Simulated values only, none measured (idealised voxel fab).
Module name: voxel capacitor over wiring (process module)
Xsec cut, 230 nm wide, square cell size 5 nm.
When this document writes out a cross-section, it uses a grid of square cells and lists it as bands, beginning at the top and moving down, with a band standing for one or more rows of cells.
Band: top height; bottom height; in nm. Then, left to right: material with width in nm, for each material. "edge to edge": a single material spanning edge to edge. "blank": empty space.
Convention: height 0 is the level below which the wafer, as received, is all one material. The lowest band does not terminate at the bottom but continues downward, represented as "from 0 down".
When a width is written as two numbers, as in "30->40", the first number is the width in the top row of cells of the band and the second is the width in its bottom row, and the width changes by the same amount from each row to the next.
"nothing was modified", as given for a step, is the statement that not any cell of the cross-section underwent a change during that step.
So "Closed void inventory" is basically the list of trapped voids: any empty space of 8 cells or more that can't reach the top through an opening. They're written width x height at distance, the distance being from the left edge, and it's all nm.
Note: text after step settings on the step line = simulator remark on that step.
The "overlay nm" setting may appear on a step's line; for a step that uses a mask, it gives how far to the right of its planned position the mask lay, and a negative value indicates the left.
Below you will find pairs of cross-sections. In each, one shows the wafer before one process step and the other after it, with the after view ending at the lowest band that changed. Under each pair is the step separating them, along with its settings. Do not assume the pairs form a chain: they can come from different runs of this module on the same starting wafer, and a pair continues from the pair above it only when its "State on entry" entry says so.

-- State on entry
> from 70 to 45 = 55 resist; 25 blank; 70 resist; 25 blank; 55 resist
> from 45 to 35 = aC edge to edge
> from 35 to 5 = SiO2 edge to edge
> from 5 to 0 = SiCN edge to edge
> from 0 down = Si edge to edge
> Closed void inventory: none

-- Sectional View, Post-Process
> from 60 to 45 = 55 resist; 25 blank; 70 resist; 25 blank; 55 resist
> from 45 to 35 = 55 aC; 25 blank; 70 aC; 25 blank; 55 aC
> Below 35, no change.
> Closed void inventory: none
For reference, the processing step occurring between the two cross-sections presented above is as follows: DIRECTIONAL_ETCH with etch materials aC, depth nm 10

State on entry: The structure entering this step is exactly what the pair just above shows after its step.

-- Sectional View, Post-Process
> from 45 to 35 = 55 aC; 25 blank; 70 aC; 25 blank; 55 aC
> Below 35, no change.
> Closed void inventory: none
For reference, the processing step occurring between the two cross-sections presented above is as follows: STRIP with etch materials resist

State on entry: The structure entering this step is exactly what the pair just above shows after its step.

-- Sectional View, Post-Process
> from 45 to 35 = 55 aC; 25 blank; 70 aC; 25 blank; 55 aC
> from 35 to 15 = 55 SiO2; 25 blank; 70 SiO2; 25 blank; 55 SiO2
> Below 15, no change.
> Closed void inventory: none
For reference, the processing step occurring between the two cross-sections presented above is as follows: DIRECTIONAL_ETCH with etch materials SiO2, depth nm 20

State on entry: The structure entering this step is exactly what the pair just above shows after its step.

-- Sectional View, Post-Process
> from 35 to 15 = 55 SiO2; 25 blank; 70 SiO2; 25 blank; 55 SiO2
> Below 15, no change.
> Closed void inventory: none
For reference, the processing step occurring between the two cross-sections presented above is as follows: STRIP with etch materials aC

State on entry: The structure entering this step is exactly what the pair just above shows after its step.

-- Sectional View, Post-Process
> from 40 to 35 = 60 TiN; 15 blank; 80 TiN; 15 blank; 60 TiN
> from 35 to 20 = 55 SiO2; 5 TiN; 15 blank; 5 TiN; 70 SiO2; 5 TiN; 15 blank; 5 TiN; 55 SiO2
> from 20 to 15 = 55 SiO2; 25 TiN; 70 SiO2; 25 TiN; 55 SiO2
> Below 15, no change.
> Closed void inventory: none
For reference, the processing step occurring between the two cross-sections presented above is as follows: CONFORMAL_DEP with material TiN, thk nm 5

State on entry: The structure entering this step is exactly what the pair just above shows after its step.

-- Sectional View, Post-Process
> from 50 to 40 = Cu edge to edge
> from 40 to 35 = 60 TiN; 15 Cu; 80 TiN; 15 Cu; 60 TiN
> from 35 to 20 = 55 SiO2; 5 TiN; 15 Cu; 5 TiN; 70 SiO2; 5 TiN; 15 Cu; 5 TiN; 55 SiO2
> Below 20, no change.
> Closed void inventory: none
For reference, the processing step occurring between the two cross-sections presented above is as follows: FILL_DEP with material Cu, thk nm 10

State on entry: The structure entering this step is exactly what the pair just above shows after its step.

-- Sectional View, Post-Process
> from 35 to 20 = 55 SiO2; 5 TiN; 15 Cu; 5 TiN; 70 SiO2; 5 TiN; 15 Cu; 5 TiN; 55 SiO2
> Below 20, no change.
> Closed void inventory: none
For reference, the processing step occurring between the two cross-sections presented above is as follows: CMP with height nm 35

State on entry: The structure entering this step is exactly what the pair just above shows after its step.

-- Sectional View, Post-Process
> from 40 to 35 = SiCN edge to edge
> Below 35, no change.
> Closed void inventory: none
For reference, the processing step occurring between the two cross-sections presented above is as follows: CONFORMAL_DEP with material SiCN, thk nm 5

State on entry: The structure entering this step is exactly what the pair just above shows after its step.

-- Sectional View, Post-Process
> from 50 to 40 = SiO2 edge to edge
> Below 40, no change.
> Closed void inventory: none
For reference, the processing step occurring between the two cross-sections presented above is as follows: DIRECTIONAL_DEP with material SiO2, thk nm 10

State on entry: The structure entering this step is exactly what the pair just above shows after its step.

-- Sectional View, Post-Process
> from 65 to 50 = 65 resist; 15 blank; 150 resist
> Below 50, no change.
> Closed void inventory: none
For reference, the processing step occurring between the two cross-sections presented above is as follows: PATTERN with tone open, mask id PLUG_1, material resist, width nm 15, thk nm 15, overlay nm 0

State on entry: The structure entering this step is exactly what the pair just above shows after its step.

-- Sectional View, Post-Process
> from 65 to 50 = 65 resist; 15 blank; 150 resist
> from 50 to 40 = 65 SiO2; 15 blank; 150 SiO2
> Below 40, no change.
> Closed void inventory: none
For reference, the processing step occurring between the two cross-sections presented above is as follows: DIRECTIONAL_ETCH with etch materials SiO2, depth nm 10

State on entry: The structure entering this step is exactly what the pair just above shows after its step.

-- Sectional View, Post-Process
> from 65 to 50 = 65 resist; 15 blank; 150 resist
> from 50 to 40 = 65 SiO2; 15 blank; 150 SiO2
> from 40 to 35 = 65 SiCN; 15 blank; 150 SiCN
> Below 35, no change.
> Closed void inventory: none
For reference, the processing step occurring between the two cross-sections presented above is as follows: DIRECTIONAL_ETCH with etch materials SiCN, depth nm 5

State on entry: The structure entering this step is exactly what the pair just above shows after its step.

-- Sectional View, Post-Process
> from 50 to 40 = 65 SiO2; 15 blank; 150 SiO2
> Below 40, no change.
> Closed void inventory: none
For reference, the processing step occurring between the two cross-sections presented above is as follows: STRIP with etch materials resist

State on entry: The structure entering this step is exactly what the pair just above shows after its step.

-- Sectional View, Post-Process
> from 55 to 50 = 70 TiN; 5 blank; 155 TiN
> from 50 to 40 = 65 SiO2; 5 TiN; 5 blank; 5 TiN; 150 SiO2
> from 40 to 35 = 65 SiCN; 15 TiN; 150 SiCN
> Below 35, no change.
> Closed void inventory: none
For reference, the processing step occurring between the two cross-sections presented above is as follows: CONFORMAL_DEP with material TiN, thk nm 5

State on entry: The structure entering this step is exactly what the pair just above shows after its step.

-- Sectional View, Post-Process
> from 65 to 55 = Cu edge to edge
> from 55 to 50 = 70 TiN; 5 Cu; 155 TiN
> from 50 to 40 = 65 SiO2; 5 TiN; 5 Cu; 5 TiN; 150 SiO2
> Below 40, no change.
> Closed void inventory: none
For reference, the processing step occurring between the two cross-sections presented above is as follows: FILL_DEP with material Cu, thk nm 10

State on entry: The structure entering this step is exactly what the pair just above shows after its step.

-- Sectional View, Post-Process
> from 50 to 40 = 65 SiO2; 5 TiN; 5 Cu; 5 TiN; 150 SiO2
> Below 40, no change.
> Closed void inventory: none
For reference, the processing step occurring between the two cross-sections presented above is as follows: CMP with height nm 50

State on entry: The structure entering this step is exactly what the pair just above shows after its step.

-- Sectional View, Post-Process
> from 55 to 50 = TiN edge to edge
> Below 50, no change.
> Closed void inventory: none
For reference, the processing step occurring between the two cross-sections presented above is as follows: DIRECTIONAL_DEP with material TiN, thk nm 5

State on entry: The structure entering this step is exactly what the pair just above shows after its step.

-- Sectional View, Post-Process
> from 60 to 55 = SiN edge to edge
> Below 55, no change.
> Closed void inventory: none
For reference, the processing step occurring between the two cross-sections presented above is as follows: DIRECTIONAL_DEP with material SiN, thk nm 5

State on entry: The structure entering this step is exactly what the pair just above shows after its step.

-- Sectional View, Post-Process
> from 65 to 60 = TiN edge to edge
> Below 60, no change.
> Closed void inventory: none
For reference, the processing step occurring between the two cross-sections presented above is as follows: DIRECTIONAL_DEP with material TiN, thk nm 5

State on entry: The structure entering this step is exactly what the pair just above shows after its step.

-- Sectional View, Post-Process
> from 65 to 60 = 65 blank; 75 TiN; 90 blank
> Below 60, no change.
> Closed void inventory: none
For reference, the processing step occurring between the two cross-sections presented above is as follows: MASKED_ETCH with tone cover, mask id UPPER_PLATE, width nm 75, etch materials TiN, depth nm 5, overlay nm 0

State on entry: The structure entering this step is exactly what the pair just above shows after its step.

-- Sectional View, Post-Process
> from 65 to 60 = 65 blank; 75 TiN; 90 blank
> from 60 to 55 = 65 blank; 75 SiN; 90 blank
> Below 55, no change.
> Closed void inventory: none
For reference, the processing step occurring between the two cross-sections presented above is as follows: MASKED_ETCH with tone cover, mask id UPPER_PLATE, width nm 75, etch materials SiN, depth nm 5, overlay nm 0

State on entry: The structure entering this step is exactly what the pair just above shows after its step.

-- Sectional View, Post-Process
> from 75 to 65 = 65 blank; 75 aC; 90 blank
> from 65 to 60 = 65 aC; 75 TiN; 90 aC
> from 60 to 55 = 65 aC; 75 SiN; 90 aC
> Below 55, no change.
> Closed void inventory: none
For reference, the processing step occurring between the two cross-sections presented above is as follows: DIRECTIONAL_DEP with material aC, thk nm 10

State on entry: The structure entering this step is exactly what the pair just above shows after its step.

-- Sectional View, Post-Process
> from 100 to 75 = 60 blank; 85 resist; 85 blank
> from 75 to 65 = 60 blank; 5 resist; 75 aC; 5 resist; 85 blank
> Below 65, no change.
> Closed void inventory: none
For reference, the processing step occurring between the two cross-sections presented above is as follows: PATTERN with tone cover, mask id LOWER_PLATE, material resist, width nm 85, thk nm 25, overlay nm 0

State on entry: The structure entering this step is exactly what the pair just above shows after its step.

-- Sectional View, Post-Process
> from 90 to 75 = 60 blank; 85 resist; 85 blank
> from 75 to 65 = 60 blank; 5 resist; 75 aC; 5 resist; 85 blank
> from 65 to 60 = 60 blank; 5 aC; 75 TiN; 5 aC; 85 blank
> from 60 to 55 = 60 blank; 5 aC; 75 SiN; 5 aC; 85 blank
> Below 55, no change.
> Closed void inventory: none
For reference, the processing step occurring between the two cross-sections presented above is as follows: DIRECTIONAL_ETCH with etch materials aC, depth nm 10

State on entry: The structure entering this step is exactly what the pair just above shows after its step.

-- Sectional View, Post-Process
> from 75 to 65 = 65 blank; 75 aC; 90 blank
> Below 65, no change.
> Closed void inventory: none
For reference, the processing step occurring between the two cross-sections presented above is as follows: STRIP with etch materials resist

State on entry: The structure entering this step is exactly what the pair just above shows after its step.

-- Sectional View, Post-Process
> from 75 to 65 = 65 blank; 75 aC; 90 blank
> from 65 to 60 = 60 blank; 5 aC; 75 TiN; 5 aC; 85 blank
> from 60 to 55 = 60 blank; 5 aC; 75 SiN; 5 aC; 85 blank
> from 55 to 50 = 60 blank; 85 TiN; 85 blank
> Below 50, no change.
> Closed void inventory: none
For reference, the processing step occurring between the two cross-sections presented above is as follows: DIRECTIONAL_ETCH with etch materials TiN, depth nm 5

State on entry: The structure entering this step is exactly what the pair just above shows after its step.

-- Sectional View, Post-Process
> from 65 to 60 = 65 blank; 75 TiN; 90 blank
> from 60 to 55 = 65 blank; 75 SiN; 90 blank
> Below 55, no change.
> Closed void inventory: none
For reference, the processing step occurring between the two cross-sections presented above is as follows: STRIP with etch materials aC

State on entry: The structure entering this step is exactly what the pair just above shows after its step.

-- Sectional View, Post-Process
> from 80 to 65 = SiO2 edge to edge
> from 65 to 60 = 65 SiO2; 75 TiN; 90 SiO2
> from 60 to 55 = 65 SiO2; 75 SiN; 90 SiO2
> from 55 to 50 = 60 SiO2; 85 TiN; 85 SiO2
> Below 50, no change.
> Closed void inventory: none
For reference, the processing step occurring between the two cross-sections presented above is as follows: FILL_DEP with material SiO2, thk nm 15

State on entry: The structure entering this step is exactly what the pair just above shows after its step.

-- Sectional View, Post-Process
> from 75 to 65 = SiO2 edge to edge
> Below 65, no change.
> Closed void inventory: none
For reference, the processing step occurring between the two cross-sections presented above is as follows: CMP with height nm 75

State on entry: The structure entering this step is exactly what the pair just above shows after its step.

-- Sectional View, Post-Process
> from 90 to 75 = aC edge to edge
> Below 75, no change.
> Closed void inventory: none
For reference, the processing step occurring between the two cross-sections presented above is as follows: DIRECTIONAL_DEP with material aC, thk nm 15

State on entry: The structure entering this step is exactly what the pair just above shows after its step.

-- Sectional View, Post-Process
> from 120 to 90 = 75 resist; 15 blank; 140 resist
> Below 90, no change.
> Closed void inventory: none
For reference, the processing step occurring between the two cross-sections presented above is as follows: PATTERN with tone open, mask id PLUG_2, material resist, width nm 15, thk nm 30, overlay nm 0

State on entry: The structure entering this step is exactly what the pair just above shows after its step.

-- Sectional View, Post-Process
> from 105 to 90 = 75 resist; 15 blank; 140 resist
> from 90 to 75 = 75 aC; 15 blank; 140 aC
> Below 75, no change.
> Closed void inventory: none
For reference, the processing step occurring between the two cross-sections presented above is as follows: DIRECTIONAL_ETCH with etch materials aC, depth nm 15

State on entry: The structure entering this step is exactly what the pair just above shows after its step.

-- Sectional View, Post-Process
> from 90 to 75 = 75 aC; 15 blank; 140 aC
> Below 75, no change.
> Closed void inventory: none
For reference, the processing step occurring between the two cross-sections presented above is as follows: STRIP with etch materials resist

State on entry: The structure entering this step is exactly what the pair just above shows after its step.

-- Sectional View, Post-Process
> from 90 to 75 = 75 aC; 15 blank; 140 aC
> from 75 to 65 = 75 SiO2; 15 blank; 140 SiO2
> Below 65, no change.
> Closed void inventory: none
For reference, the processing step occurring between the two cross-sections presented above is as follows: DIRECTIONAL_ETCH with etch materials SiO2, depth nm 10

State on entry: The structure entering this step is exactly what the pair just above shows after its step.

-- Sectional View, Post-Process
> from 75 to 65 = 75 SiO2; 15 blank; 140 SiO2
> Below 65, no change.
> Closed void inventory: none
For reference, the processing step occurring between the two cross-sections presented above is as follows: STRIP with etch materials aC

State on entry: The structure entering this step is exactly what the pair just above shows after its step.

-- Sectional View, Post-Process
> from 80 to 75 = 80 TiN; 5 blank; 145 TiN
> from 75 to 70 = 75 SiO2; 5 TiN; 5 blank; 5 TiN; 140 SiO2
> from 70 to 60 = 75->65 SiO2; 15->75 TiN; 140->90 SiO2
> Below 60, no change.
> Closed void inventory: none
For reference, the processing step occurring between the two cross-sections presented above is as follows: CONFORMAL_DEP with material TiN, thk nm 5

State on entry: The structure entering this step is exactly what the pair just above shows after its step.

-- Sectional View, Post-Process
> from 90 to 80 = W edge to edge
> from 80 to 75 = 80 TiN; 5 W; 145 TiN
> from 75 to 70 = 75 SiO2; 5 TiN; 5 W; 5 TiN; 140 SiO2
> Below 70, no change.
> Closed void inventory: none
For reference, the processing step occurring between the two cross-sections presented above is as follows: FILL_DEP with material W, thk nm 10

State on entry: The structure entering this step is exactly what the pair just above shows after its step.

-- Sectional View, Post-Process
> from 75 to 70 = 75 SiO2; 5 TiN; 5 W; 5 TiN; 140 SiO2
> Below 70, no change.
> Closed void inventory: none
For reference, the processing step occurring between the two cross-sections presented above is as follows: CMP with height nm 75

State on entry: The structure entering this step is exactly what the pair just above shows after its step.

-- Sectional View, Post-Process
> from 80 to 75 = SiN edge to edge
> Below 75, no change.
> Closed void inventory: none
For reference, the processing step occurring between the two cross-sections presented above is as follows: CONFORMAL_DEP with material SiN, thk nm 5

-- State on entry
> from 50 to 40 = Cu edge to edge
> from 40 to 35 = 60 TiN; 15 Cu; 80 TiN; 15 Cu; 60 TiN
> from 35 to 15 = 55 SiO2; 5 TiN; 15 Cu; 5 TiN; 70 SiO2; 5 TiN; 15 Cu; 5 TiN; 55 SiO2
> from 15 to 10 = 55 SiCN; 25 TiN; 70 SiCN; 25 TiN; 55 SiCN
> from 10 to 0 = SiO2 edge to edge
> from 0 down = Si edge to edge
> Closed void inventory: none

-- Sectional View, Post-Process
> from 30 to 15 = 55 SiO2; 5 TiN; 15 Cu; 5 TiN; 70 SiO2; 5 TiN; 15 Cu; 5 TiN; 55 SiO2
> Below 15, no change.
> Closed void inventory: none
For reference, the processing step occurring between the two cross-sections presented above is as follows: CMP with height nm 30

State on entry: The structure entering this step is exactly what the pair just above shows after its step.

-- Sectional View, Post-Process
> from 35 to 30 = SiCN edge to edge
> Below 30, no change.
> Closed void inventory: none
For reference, the processing step occurring between the two cross-sections presented above is as follows: CONFORMAL_DEP with material SiCN, thk nm 5

State on entry: The structure entering this step is exactly what the pair just above shows after its step.

-- Sectional View, Post-Process
> from 45 to 35 = SiO2 edge to edge
> Below 35, no change.
> Closed void inventory: none
For reference, the processing step occurring between the two cross-sections presented above is as follows: DIRECTIONAL_DEP with material SiO2, thk nm 10

State on entry: The structure entering this step is exactly what the pair just above shows after its step.

-- Sectional View, Post-Process
> from 60 to 45 = 65 resist; 15 blank; 150 resist
> Below 45, no change.
> Closed void inventory: none
For reference, the processing step occurring between the two cross-sections presented above is as follows: PATTERN with tone open, mask id PLUG_1, material resist, width nm 15, thk nm 15, overlay nm 0

State on entry: The structure entering this step is exactly what the pair just above shows after its step.

-- Sectional View, Post-Process
> from 60 to 45 = 65 resist; 15 blank; 150 resist
> from 45 to 35 = 65 SiO2; 15 blank; 150 SiO2
> Below 35, no change.
> Closed void inventory: none
For reference, the processing step occurring between the two cross-sections presented above is as follows: DIRECTIONAL_ETCH with etch materials SiO2, depth nm 10

State on entry: The structure entering this step is exactly what the pair just above shows after its step.

-- Sectional View, Post-Process
> from 60 to 45 = 65 resist; 15 blank; 150 resist
> from 45 to 35 = 65 SiO2; 15 blank; 150 SiO2
> from 35 to 30 = 65 SiCN; 15 blank; 150 SiCN
> Below 30, no change.
> Closed void inventory: none
For reference, the processing step occurring between the two cross-sections presented above is as follows: DIRECTIONAL_ETCH with etch materials SiCN, depth nm 5

State on entry: The structure entering this step is exactly what the pair just above shows after its step.

-- Sectional View, Post-Process
> from 45 to 35 = 65 SiO2; 15 blank; 150 SiO2
> Below 35, no change.
> Closed void inventory: none
For reference, the processing step occurring between the two cross-sections presented above is as follows: STRIP with etch materials resist

State on entry: The structure entering this step is exactly what the pair just above shows after its step.

-- Sectional View, Post-Process
> from 50 to 45 = 70 TiN; 5 blank; 155 TiN
> from 45 to 35 = 65 SiO2; 5 TiN; 5 blank; 5 TiN; 150 SiO2
> from 35 to 30 = 65 SiCN; 15 TiN; 150 SiCN
> Below 30, no change.
> Closed void inventory: none
For reference, the processing step occurring between the two cross-sections presented above is as follows: CONFORMAL_DEP with material TiN, thk nm 5

State on entry: The structure entering this step is exactly what the pair just above shows after its step.

-- Sectional View, Post-Process
> from 60 to 50 = Cu edge to edge
> from 50 to 45 = 70 TiN; 5 Cu; 155 TiN
> from 45 to 35 = 65 SiO2; 5 TiN; 5 Cu; 5 TiN; 150 SiO2
> Below 35, no change.
> Closed void inventory: none
For reference, the processing step occurring between the two cross-sections presented above is as follows: FILL_DEP with material Cu, thk nm 10

State on entry: The structure entering this step is exactly what the pair just above shows after its step.

-- Sectional View, Post-Process
> from 50 to 45 = 70 TiN; 5 Cu; 155 TiN
> Below 45, no change.
> Closed void inventory: none
For reference, the processing step occurring between the two cross-sections presented above is as follows: CMP with height nm 50

State on entry: The structure entering this step is exactly what the pair just above shows after its step.

-- Sectional View, Post-Process
> from 55 to 50 = TiN edge to edge
> Below 50, no change.
> Closed void inventory: none
For reference, the processing step occurring between the two cross-sections presented above is as follows: DIRECTIONAL_DEP with material TiN, thk nm 5

State on entry: The structure entering this step is exactly what the pair just above shows after its step.

-- Sectional View, Post-Process
> from 60 to 55 = SiN edge to edge
> Below 55, no change.
> Closed void inventory: none
For reference, the processing step occurring between the two cross-sections presented above is as follows: DIRECTIONAL_DEP with material SiN, thk nm 5

State on entry: The structure entering this step is exactly what the pair just above shows after its step.

-- Sectional View, Post-Process
> from 65 to 60 = TiN edge to edge
> Below 60, no change.
> Closed void inventory: none
For reference, the processing step occurring between the two cross-sections presented above is as follows: DIRECTIONAL_DEP with material TiN, thk nm 5

State on entry: The structure entering this step is exactly what the pair just above shows after its step.

-- Sectional View, Post-Process
> from 65 to 60 = 65 blank; 75 TiN; 90 blank
> Below 60, no change.
> Closed void inventory: none
For reference, the processing step occurring between the two cross-sections presented above is as follows: MASKED_ETCH with tone cover, mask id UPPER_PLATE, width nm 75, etch materials TiN, depth nm 5, overlay nm 0

State on entry: The structure entering this step is exactly what the pair just above shows after its step.

-- Sectional View, Post-Process
> from 65 to 60 = 65 blank; 75 TiN; 90 blank
> from 60 to 55 = 65 blank; 75 SiN; 90 blank
> Below 55, no change.
> Closed void inventory: none
For reference, the processing step occurring between the two cross-sections presented above is as follows: MASKED_ETCH with tone cover, mask id UPPER_PLATE, width nm 75, etch materials SiN, depth nm 5, overlay nm 0

State on entry: The structure entering this step is exactly what the pair just above shows after its step.

-- Sectional View, Post-Process
> from 75 to 65 = 65 blank; 75 aC; 90 blank
> from 65 to 60 = 65 aC; 75 TiN; 90 aC
> from 60 to 55 = 65 aC; 75 SiN; 90 aC
> Below 55, no change.
> Closed void inventory: none
For reference, the processing step occurring between the two cross-sections presented above is as follows: DIRECTIONAL_DEP with material aC, thk nm 10

State on entry: The structure entering this step is exactly what the pair just above shows after its step.

-- Sectional View, Post-Process
> from 100 to 75 = 60 blank; 85 resist; 85 blank
> from 75 to 65 = 60 blank; 5 resist; 75 aC; 5 resist; 85 blank
> Below 65, no change.
> Closed void inventory: none
For reference, the processing step occurring between the two cross-sections presented above is as follows: PATTERN with tone cover, mask id LOWER_PLATE, material resist, width nm 85, thk nm 25, overlay nm 0

State on entry: The structure entering this step is exactly what the pair just above shows after its step.

-- Sectional View, Post-Process
> from 90 to 75 = 60 blank; 85 resist; 85 blank
> from 75 to 65 = 60 blank; 5 resist; 75 aC; 5 resist; 85 blank
> from 65 to 60 = 60 blank; 5 aC; 75 TiN; 5 aC; 85 blank
> from 60 to 55 = 60 blank; 5 aC; 75 SiN; 5 aC; 85 blank
> Below 55, no change.
> Closed void inventory: none
For reference, the processing step occurring between the two cross-sections presented above is as follows: DIRECTIONAL_ETCH with etch materials aC, depth nm 10

State on entry: The structure entering this step is exactly what the pair just above shows after its step.

-- Sectional View, Post-Process
> from 75 to 65 = 65 blank; 75 aC; 90 blank
> Below 65, no change.
> Closed void inventory: none
For reference, the processing step occurring between the two cross-sections presented above is as follows: STRIP with etch materials resist

State on entry: The structure entering this step is exactly what the pair just above shows after its step.

-- Sectional View, Post-Process
> from 75 to 65 = 65 blank; 75 aC; 90 blank
> from 65 to 60 = 60 blank; 5 aC; 75 TiN; 5 aC; 85 blank
> from 60 to 55 = 60 blank; 5 aC; 75 SiN; 5 aC; 85 blank
> from 55 to 50 = 60 blank; 85 TiN; 85 blank
> Below 50, no change.
> Closed void inventory: none
For reference, the processing step occurring between the two cross-sections presented above is as follows: DIRECTIONAL_ETCH with etch materials TiN, depth nm 5

State on entry: The structure entering this step is exactly what the pair just above shows after its step.

-- Sectional View, Post-Process
> from 65 to 60 = 65 blank; 75 TiN; 90 blank
> from 60 to 55 = 65 blank; 75 SiN; 90 blank
> Below 55, no change.
> Closed void inventory: none
For reference, the processing step occurring between the two cross-sections presented above is as follows: STRIP with etch materials aC

State on entry: The structure entering this step is exactly what the pair just above shows after its step.

-- Sectional View, Post-Process
> from 80 to 65 = SiO2 edge to edge
> from 65 to 60 = 65 SiO2; 75 TiN; 90 SiO2
> from 60 to 55 = 65 SiO2; 75 SiN; 90 SiO2
> from 55 to 50 = 60 SiO2; 85 TiN; 85 SiO2
> Below 50, no change.
> Closed void inventory: none
For reference, the processing step occurring between the two cross-sections presented above is as follows: FILL_DEP with material SiO2, thk nm 15

State on entry: The structure entering this step is exactly what the pair just above shows after its step.

-- Sectional View, Post-Process
> from 75 to 65 = SiO2 edge to edge
> Below 65, no change.
> Closed void inventory: none
For reference, the processing step occurring between the two cross-sections presented above is as follows: CMP with height nm 75

State on entry: The structure entering this step is exactly what the pair just above shows after its step.

-- Sectional View, Post-Process
> from 90 to 75 = aC edge to edge
> Below 75, no change.
> Closed void inventory: none
For reference, the processing step occurring between the two cross-sections presented above is as follows: DIRECTIONAL_DEP with material aC, thk nm 15

State on entry: The structure entering this step is exactly what the pair just above shows after its step.

-- Sectional View, Post-Process
> from 120 to 90 = 75 resist; 15 blank; 140 resist
> Below 90, no change.
> Closed void inventory: none
For reference, the processing step occurring between the two cross-sections presented above is as follows: PATTERN with tone open, mask id PLUG_2, material resist, width nm 15, thk nm 30, overlay nm 0

State on entry: The structure entering this step is exactly what the pair just above shows after its step.

-- Sectional View, Post-Process
> from 105 to 90 = 75 resist; 15 blank; 140 resist
> from 90 to 75 = 75 aC; 15 blank; 140 aC
> Below 75, no change.
> Closed void inventory: none
For reference, the processing step occurring between the two cross-sections presented above is as follows: DIRECTIONAL_ETCH with etch materials aC, depth nm 15

State on entry: The structure entering this step is exactly what the pair just above shows after its step.

-- Sectional View, Post-Process
> from 90 to 75 = 75 aC; 15 blank; 140 aC
> Below 75, no change.
> Closed void inventory: none
For reference, the processing step occurring between the two cross-sections presented above is as follows: STRIP with etch materials resist

State on entry: The structure entering this step is exactly what the pair just above shows after its step.

-- Sectional View, Post-Process
> from 90 to 75 = 75 aC; 15 blank; 140 aC
> from 75 to 65 = 75 SiO2; 15 blank; 140 SiO2
> Below 65, no change.
> Closed void inventory: none
For reference, the processing step occurring between the two cross-sections presented above is as follows: DIRECTIONAL_ETCH with etch materials SiO2, depth nm 10

State on entry: The structure entering this step is exactly what the pair just above shows after its step.

-- Sectional View, Post-Process
> from 75 to 65 = 75 SiO2; 15 blank; 140 SiO2
> Below 65, no change.
> Closed void inventory: none
For reference, the processing step occurring between the two cross-sections presented above is as follows: STRIP with etch materials aC

State on entry: The structure entering this step is exactly what the pair just above shows after its step.

-- Sectional View, Post-Process
> from 80 to 75 = 80 TiN; 5 blank; 145 TiN
> from 75 to 70 = 75 SiO2; 5 TiN; 5 blank; 5 TiN; 140 SiO2
> from 70 to 60 = 75->65 SiO2; 15->75 TiN; 140->90 SiO2
> Below 60, no change.
> Closed void inventory: none
For reference, the processing step occurring between the two cross-sections presented above is as follows: CONFORMAL_DEP with material TiN, thk nm 5

State on entry: The structure entering this step is exactly what the pair just above shows after its step.

-- Sectional View, Post-Process
> from 90 to 80 = W edge to edge
> from 80 to 75 = 80 TiN; 5 W; 145 TiN
> from 75 to 70 = 75 SiO2; 5 TiN; 5 W; 5 TiN; 140 SiO2
> Below 70, no change.
> Closed void inventory: none
For reference, the processing step occurring between the two cross-sections presented above is as follows: FILL_DEP with material W, thk nm 10

State on entry: The structure entering this step is exactly what the pair just above shows after its step.

-- Sectional View, Post-Process
> from 75 to 70 = 75 SiO2; 5 TiN; 5 W; 5 TiN; 140 SiO2
> Below 70, no change.
> Closed void inventory: none
For reference, the processing step occurring between the two cross-sections presented above is as follows: CMP with height nm 75

State on entry: The structure entering this step is exactly what the pair just above shows after its step.

-- Sectional View, Post-Process
> from 80 to 75 = SiN edge to edge
> Below 75, no change.
> Closed void inventory: none
For reference, the processing step occurring between the two cross-sections presented above is as follows: CONFORMAL_DEP with material SiN, thk nm 5

-- State on entry
> from 75 to 65 = 65 blank; 75 aC; 90 blank
> from 65 to 60 = 65 aC; 75 TiN; 90 aC
> from 60 to 55 = 65 aC; 75 SiN; 90 aC
> from 55 to 50 = TiN edge to edge
> from 50 to 40 = 65 SiO2; 5 TiN; 5 Cu; 5 TiN; 150 SiO2
> from 40 to 35 = 65 SiCN; 15 TiN; 150 SiCN
> from 35 to 15 = 55 SiO2; 5 TiN; 15 Cu; 5 TiN; 70 SiO2; 5 TiN; 15 Cu; 5 TiN; 55 SiO2
> from 15 to 10 = 55 SiCN; 25 TiN; 70 SiCN; 25 TiN; 55 SiCN
> from 10 to 0 = SiO2 edge to edge
> from 0 down = Si edge to edge
> Closed void inventory: none

-- Sectional View, Post-Process
> from 100 to 75 = 60 blank; 90 resist; 80 blank
> from 75 to 65 = 60 blank; 5 resist; 75 aC; 10 resist; 80 blank
> Below 65, no change.
> Closed void inventory: none
For reference, the processing step occurring between the two cross-sections presented above is as follows: PATTERN with tone cover, mask id LOWER_PLATE, material resist, width nm 90, thk nm 25, overlay nm 0

State on entry: The structure entering this step is exactly what the pair just above shows after its step.

-- Sectional View, Post-Process
> from 90 to 75 = 60 blank; 90 resist; 80 blank
> from 75 to 65 = 60 blank; 5 resist; 75 aC; 10 resist; 80 blank
> from 65 to 60 = 60 blank; 5 aC; 75 TiN; 10 aC; 80 blank
> from 60 to 55 = 60 blank; 5 aC; 75 SiN; 10 aC; 80 blank
> Below 55, no change.
> Closed void inventory: none
For reference, the processing step occurring between the two cross-sections presented above is as follows: DIRECTIONAL_ETCH with etch materials aC, depth nm 10

State on entry: The structure entering this step is exactly what the pair just above shows after its step.

-- Sectional View, Post-Process
> from 75 to 65 = 65 blank; 75 aC; 90 blank
> Below 65, no change.
> Closed void inventory: none
For reference, the processing step occurring between the two cross-sections presented above is as follows: STRIP with etch materials resist

State on entry: The structure entering this step is exactly what the pair just above shows after its step.

-- Sectional View, Post-Process
> from 75 to 65 = 65 blank; 75 aC; 90 blank
> from 65 to 60 = 60 blank; 5 aC; 75 TiN; 10 aC; 80 blank
> from 60 to 55 = 60 blank; 5 aC; 75 SiN; 10 aC; 80 blank
> from 55 to 50 = 60 blank; 90 TiN; 80 blank
> Below 50, no change.
> Closed void inventory: none
For reference, the processing step occurring between the two cross-sections presented above is as follows: DIRECTIONAL_ETCH with etch materials TiN, depth nm 5

State on entry: The structure entering this step is exactly what the pair just above shows after its step.

-- Sectional View, Post-Process
> from 65 to 60 = 65 blank; 75 TiN; 90 blank
> from 60 to 55 = 65 blank; 75 SiN; 90 blank
> Below 55, no change.
> Closed void inventory: none
For reference, the processing step occurring between the two cross-sections presented above is as follows: STRIP with etch materials aC

State on entry: The structure entering this step is exactly what the pair just above shows after its step.

-- Sectional View, Post-Process
> from 80 to 65 = SiO2 edge to edge
> from 65 to 60 = 65 SiO2; 75 TiN; 90 SiO2
> from 60 to 55 = 65 SiO2; 75 SiN; 90 SiO2
> from 55 to 50 = 60 SiO2; 90 TiN; 80 SiO2
> Below 50, no change.
> Closed void inventory: none
For reference, the processing step occurring between the two cross-sections presented above is as follows: FILL_DEP with material SiO2, thk nm 15
